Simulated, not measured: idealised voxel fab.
process module | voxel gate over fins
cross-section cut | 185 nm wide | cells 5 nm
A cross-section is a grid of square cells, given in bands from the top down. A band is one or more rows of cells.
Each band's line starts with the height of the band's top and of its bottom, in nm. Then come its materials from left to right, each with its width in nm. One material with "throughout" fills the band from edge to edge. "air" is empty space.
Height 0 is the level under which the wafer as received is all one material. The lowest band goes on downwards, as in "0 down".
A width such as "30 to 40" changes by the same amount from each row of cells to the next, from the band's top row to its bottom row.
"no change" after a step means that no cell of the cross-section changed.
closed voids: empty space of 8 cells or more with no open way to the top, each as width x height at its distance from the left edge, in nm
after a step's settings: what the simulator itself notes on the step
overlay nm, on a step with a mask: how far to the right of its planned place the mask lay; to the left if negative
plan
1 op RECEIVE | material Si
2 op CONFORMAL_DEP | material SiN | thk nm 5
3 op DIRECTIONAL_DEP | material aC | thk nm 15
4 op PATTERN | tone cover | mask id FINS | material resist | width nm 15 | pitch nm 35 | thk nm 30 | overlay nm 0
5 op DIRECTIONAL_ETCH | etch materials aC | depth nm 15
6 op STRIP | etch materials resist
7 op DIRECTIONAL_ETCH | etch materials SiN | depth nm 5
8 op DIRECTIONAL_ETCH | etch materials Si | depth nm 30
9 op STRIP | etch materials aC
10 op OXIDIZE | depth nm 5
11 op FILL_DEP | material SiO2 | thk nm 15
12 op CMP | height nm 5
13 op SELECTIVE_ETCH | etch materials SiO2 | depth nm 15
14 op STRIP | etch materials SiN
15 op CONFORMAL_DEP | material HfO2 | thk nm 5
16 op CONFORMAL_DEP | material TiN | thk nm 5
17 op CONFORMAL_DEP | material TiAl | thk nm 5
18 op CONFORMAL_DEP | material TiN | thk nm 5
19 op FILL_DEP | material W | thk nm 10
20 op CMP | height nm 25
21 op CONFORMAL_DEP | material SiCN | thk nm 5
first wafer, as planned
as received, after step 1
  0 down: Si throughout
  closed voids: none
after step 2
  5 to 0: SiN throughout
  below 0: unchanged
after step 3
  20 to 5: aC throughout
  below 5: unchanged
after step 4
  50 to 20: air 30 | resist 15 | air 20 | resist 15 | air 20 | resist 15 | air 20 | resist 15 | air 35
  below 20: unchanged
after step 5
  35 to 20: air 30 | resist 15 | air 20 | resist 15 | air 20 | resist 15 | air 20 | resist 15 | air 35
  20 to 5: air 30 | aC 15 | air 20 | aC 15 | air 20 | aC 15 | air 20 | aC 15 | air 35
  below 5: unchanged
after step 6
  20 to 5: air 30 | aC 15 | air 20 | aC 15 | air 20 | aC 15 | air 20 | aC 15 | air 35
  below 5: unchanged
after step 7
  20 to 5: air 30 | aC 15 | air 20 | aC 15 | air 20 | aC 15 | air 20 | aC 15 | air 35
  5 to 0: air 30 | SiN 15 | air 20 | SiN 15 | air 20 | SiN 15 | air 20 | SiN 15 | air 35
  below 0: unchanged
after step 8
  20 to 5: air 30 | aC 15 | air 20 | aC 15 | air 20 | aC 15 | air 20 | aC 15 | air 35
  5 to 0: air 30 | SiN 15 | air 20 | SiN 15 | air 20 | SiN 15 | air 20 | SiN 15 | air 35
  0 to -30: air 30 | Si 15 | air 20 | Si 15 | air 20 | Si 15 | air 20 | Si 15 | air 35
  below -30: unchanged
after step 9
  5 to 0: air 30 | SiN 15 | air 20 | SiN 15 | air 20 | SiN 15 | air 20 | SiN 15 | air 35
  below 0: unchanged
after step 10
  5 to 0: air 30 | SiN 15 | air 20 | SiN 15 | air 20 | SiN 15 | air 20 | SiN 15 | air 35
  0 to -30: air 30 | SiO2 5 | Si 5 | SiO2 5 | air 20 | SiO2 5 | Si 5 | SiO2 5 | air 20 | SiO2 5 | Si 5 | SiO2 5 | air 20 | SiO2 5 | Si 5 | SiO2 5 | air 35
  -30 to -35: SiO2 35 | Si 5 | SiO2 30 | Si 5 | SiO2 30 | Si 5 | SiO2 30 | Si 5 | SiO2 40
  below -35: unchanged
after step 11
  20 to 5: SiO2 throughout
  5 to 0: SiO2 30 | SiN 15 | SiO2 20 | SiN 15 | SiO2 20 | SiN 15 | SiO2 20 | SiN 15 | SiO2 35
  0 to -35: SiO2 35 | Si 5 | SiO2 30 | Si 5 | SiO2 30 | Si 5 | SiO2 30 | Si 5 | SiO2 40
  below -35: unchanged
after step 12
  5 to 0: SiO2 30 | SiN 15 | SiO2 20 | SiN 15 | SiO2 20 | SiN 15 | SiO2 20 | SiN 15 | SiO2 35
  below 0: unchanged
after step 13
  5 to 0: air 30 | SiN 15 | air 20 | SiN 15 | air 20 | SiN 15 | air 20 | SiN 15 | air 35
  0 to -10: air 35 | Si 5 | air 30 | Si 5 | air 30 | Si 5 | air 30 | Si 5 | air 40
  below -10: unchanged
after step 14
  0 to -10: air 35 | Si 5 | air 30 | Si 5 | air 30 | Si 5 | air 30 | Si 5 | air 40
  below -10: unchanged
after step 15
  5 to 0: air 30 | HfO2 15 | air 20 | HfO2 15 | air 20 | HfO2 15 | air 20 | HfO2 15 | air 35
  0 to -5: air 30 | HfO2 5 | Si 5 | HfO2 5 | air 20 | HfO2 5 | Si 5 | HfO2 5 | air 20 | HfO2 5 | Si 5 | HfO2 5 | air 20 | HfO2 5 | Si 5 | HfO2 5 | air 35
  -5 to -10: HfO2 35 | Si 5 | HfO2 30 | Si 5 | HfO2 30 | Si 5 | HfO2 30 | Si 5 | HfO2 40
  below -10: unchanged
after step 16
  10 to 5: air 25 | TiN 25 | air 10 | TiN 25 | air 10 | TiN 25 | air 10 | TiN 25 | air 30
  5 to 0: air 25 | TiN 5 | HfO2 15 | TiN 5 | air 10 | TiN 5 | HfO2 15 | TiN 5 | air 10 | TiN 5 | HfO2 15 | TiN 5 | air 10 | TiN 5 | HfO2 15 | TiN 5 | air 30
  0 to -5: TiN 30 | HfO2 5 | Si 5 | HfO2 5 | TiN 20 | HfO2 5 | Si 5 | HfO2 5 | TiN 20 | HfO2 5 | Si 5 | HfO2 5 | TiN 20 | HfO2 5 | Si 5 | HfO2 5 | TiN 35
  below -5: unchanged
after step 17
  15 to 10: air 20 | TiAl 140 | air 25
  10 to 5: air 20 | TiAl 5 | TiN 25 | TiAl 10 | TiN 25 | TiAl 10 | TiN 25 | TiAl 10 | TiN 25 | TiAl 5 | air 25
  5 to 0: TiAl 25 | TiN 5 | HfO2 15 | TiN 5 | TiAl 10 | TiN 5 | HfO2 15 | TiN 5 | TiAl 10 | TiN 5 | HfO2 15 | TiN 5 | TiAl 10 | TiN 5 | HfO2 15 | TiN 5 | TiAl 30
  below 0: unchanged
after step 18
  20 to 15: air 15 | TiN 150 | air 20
  15 to 10: air 15 | TiN 5 | TiAl 140 | TiN 5 | air 20
  10 to 5: TiN 20 | TiAl 5 | TiN 25 | TiAl 10 | TiN 25 | TiAl 10 | TiN 25 | TiAl 10 | TiN 25 | TiAl 5 | TiN 25
  below 5: unchanged
after step 19
  30 to 20: W throughout
  20 to 15: W 15 | TiN 150 | W 20
  15 to 10: W 15 | TiN 5 | TiAl 140 | TiN 5 | W 20
  below 10: unchanged
after step 20
  25 to 20: W throughout
  below 20: unchanged
after step 21
  30 to 25: SiCN throughout
  below 25: unchanged
second wafer: like start, like plan, one mistake. Through step 3 it matches the first wafer
when step 4 should have ended
  50 to 20: resist 30 | air 15 | resist 20 | air 15 | resist 20 | air 15 | resist 20 | air 15 | resist 35
  below 20: unchanged
when step 5 should have ended
  35 to 20: resist 30 | air 15 | resist 20 | air 15 | resist 20 | air 15 | resist 20 | air 15 | resist 35
  20 to 5: aC 30 | air 15 | aC 20 | air 15 | aC 20 | air 15 | aC 20 | air 15 | aC 35
  below 5: unchanged
when step 6 should have ended
  20 to 5: aC 30 | air 15 | aC 20 | air 15 | aC 20 | air 15 | aC 20 | air 15 | aC 35
  below 5: unchanged
when step 7 should have ended
  20 to 5: aC 30 | air 15 | aC 20 | air 15 | aC 20 | air 15 | aC 20 | air 15 | aC 35
  5 to 0: SiN 30 | air 15 | SiN 20 | air 15 | SiN 20 | air 15 | SiN 20 | air 15 | SiN 35
  below 0: unchanged
when step 8 should have ended
  20 to 5: aC 30 | air 15 | aC 20 | air 15 | aC 20 | air 15 | aC 20 | air 15 | aC 35
  5 to 0: SiN 30 | air 15 | SiN 20 | air 15 | SiN 20 | air 15 | SiN 20 | air 15 | SiN 35
  0 to -30: Si 30 | air 15 | Si 20 | air 15 | Si 20 | air 15 | Si 20 | air 15 | Si 35
  below -30: unchanged
when step 9 should have ended
  5 to 0: SiN 30 | air 15 | SiN 20 | air 15 | SiN 20 | air 15 | SiN 20 | air 15 | SiN 35
  below 0: unchanged
when step 10 should have ended
  5 to 0: SiN 30 | air 15 | SiN 20 | air 15 | SiN 20 | air 15 | SiN 20 | air 15 | SiN 35
  0 to -30: Si 25 | SiO2 5 | air 15 | SiO2 5 | Si 10 | SiO2 5 | air 15 | SiO2 5 | Si 10 | SiO2 5 | air 15 | SiO2 5 | Si 10 | SiO2 5 | air 15 | SiO2 5 | Si 30
  -30 to -35: Si 25 | SiO2 25 | Si 10 | SiO2 25 | Si 10 | SiO2 25 | Si 10 | SiO2 25 | Si 30
  below -35: unchanged
when step 11 should have ended
  20 to 5: SiO2 throughout
  5 to 0: SiN 30 | SiO2 15 | SiN 20 | SiO2 15 | SiN 20 | SiO2 15 | SiN 20 | SiO2 15 | SiN 35
  0 to -35: Si 25 | SiO2 25 | Si 10 | SiO2 25 | Si 10 | SiO2 25 | Si 10 | SiO2 25 | Si 30
  below -35: unchanged
when step 12 should have ended
  5 to 0: SiN 30 | SiO2 15 | SiN 20 | SiO2 15 | SiN 20 | SiO2 15 | SiN 20 | SiO2 15 | SiN 35
  below 0: unchanged
when step 13 should have ended
  5 to 0: SiN 30 | air 15 | SiN 20 | air 15 | SiN 20 | air 15 | SiN 20 | air 15 | SiN 35
  0 to -10: Si 25 | air 25 | Si 10 | air 25 | Si 10 | air 25 | Si 10 | air 25 | Si 30
  below -10: unchanged
when step 14 should have ended
  0 to -10: Si 25 | air 25 | Si 10 | air 25 | Si 10 | air 25 | Si 10 | air 25 | Si 30
  below -10: unchanged
when step 15 should have ended
  5 to 0: HfO2 30 | air 15 | HfO2 20 | air 15 | HfO2 20 | air 15 | HfO2 20 | air 15 | HfO2 35
  0 to -5: Si 25 | HfO2 5 | air 15 | HfO2 5 | Si 10 | HfO2 5 | air 15 | HfO2 5 | Si 10 | HfO2 5 | air 15 | HfO2 5 | Si 10 | HfO2 5 | air 15 | HfO2 5 | Si 30
  -5 to -10: Si 25 | HfO2 25 | Si 10 | HfO2 25 | Si 10 | HfO2 25 | Si 10 | HfO2 25 | Si 30
  below -10: unchanged
when step 16 should have ended
  10 to 5: TiN 35 | air 5 | TiN 30 | air 5 | TiN 30 | air 5 | TiN 30 | air 5 | TiN 40
  5 to 0: HfO2 30 | TiN 5 | air 5 | TiN 5 | HfO2 20 | TiN 5 | air 5 | TiN 5 | HfO2 20 | TiN 5 | air 5 | TiN 5 | HfO2 20 | TiN 5 | air 5 | TiN 5 | HfO2 35
  0 to -5: Si 25 | HfO2 5 | TiN 15 | HfO2 5 | Si 10 | HfO2 5 | TiN 15 | HfO2 5 | Si 10 | HfO2 5 | TiN 15 | HfO2 5 | Si 10 | HfO2 5 | TiN 15 | HfO2 5 | Si 30
  below -5: unchanged
when step 17 should have ended
  15 to 10: TiAl throughout
  10 to 5: TiN 35 | TiAl 5 | TiN 30 | TiAl 5 | TiN 30 | TiAl 5 | TiN 30 | TiAl 5 | TiN 40
  5 to 0: HfO2 30 | TiN 5 | TiAl 5 | TiN 5 | HfO2 20 | TiN 5 | TiAl 5 | TiN 5 | HfO2 20 | TiN 5 | TiAl 5 | TiN 5 | HfO2 20 | TiN 5 | TiAl 5 | TiN 5 | HfO2 35
  below 0: unchanged
when step 18 should have ended
  20 to 15: TiN throughout
  below 15: unchanged
when step 19 should have ended
  30 to 20: W throughout
  below 20: unchanged
when step 20 should have ended
  25 to 20: W throughout
  below 20: unchanged
when step 21 should have ended
  30 to 25: SiCN throughout
  below 25: unchanged
what went wrong: step 4 ran as: op PATTERN | tone open | mask id FINS | material resist | width nm 15 | pitch nm 35 | thk nm 30 | overlay nm 0
at the end the second wafer has, in cells: 91 more of Si | 65 fewer of SiO2 | 8 fewer of TiAl | 4 fewer of TiN | 14 fewer of W
